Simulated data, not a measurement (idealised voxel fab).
process module | voxel tone inversion
cross-section cut | 220 nm wide | cells 5 nm
A cross-section is a grid of square cells, given in bands from the top down. A band is one or more rows of cells.
Each band's line starts with the height of the band's top and of its bottom, in nm. Then come its materials from left to right, each with its width in nm. One material with "throughout" fills the band from edge to edge. "air" is empty space.
Height 0 is the level under which the wafer as received is all one material. The lowest band goes on downwards, as in "0 down".
A width such as "30 to 40" changes by the same amount from each row of cells to the next, from the band's top row to its bottom row.
"no change" after a step means that no cell of the cross-section changed.
closed voids: empty space of 8 cells or more with no open way to the top, each as width x height at its distance from the left edge, in nm
after a step's settings: what the simulator itself notes on the step
overlay nm, on a step with a mask: how far to the right of its planned place the mask lay; to the left if negative
plan
1 op RECEIVE | material Si
2 op CONFORMAL_DEP | material SiN | thk nm 5
3 op DIRECTIONAL_DEP | material polySi | thk nm 20
4 op PATTERN | tone cover | mask id POSTS | material resist | width nm 15 | pitch nm 45 | thk nm 25 | overlay nm 0
5 op DIRECTIONAL_ETCH | etch materials polySi | depth nm 20
6 op STRIP | etch materials resist
7 op FILL_DEP | material lowk | thk nm 10
8 op CMP | height nm 25
9 op STRIP | etch materials polySi
as received, after step 1
  0 down: Si throughout
  closed voids: none
first wafer at the end, as planned
  25 to 5: lowk 35 | air 15 | lowk 30 | air 15 | lowk 30 | air 15 | lowk 30 | air 15 | lowk 35
  5 to 0: SiN throughout
  0 down: Si throughout
  closed voids: none
second wafer at the end: like start, like plan, one mistake
  25 to 5: air 35 | lowk 15 | air 30 | lowk 15 | air 30 | lowk 15 | air 30 | lowk 15 | air 35
  5 to 0: SiN throughout
  0 down: Si throughout
  closed voids: none
what went wrong: step 4 ran as: op PATTERN | tone open | mask id POSTS | material resist | width nm 15 | pitch nm 45 | thk nm 25 | overlay nm 0
at the end the second wafer has, in cells: 80 fewer of lowk
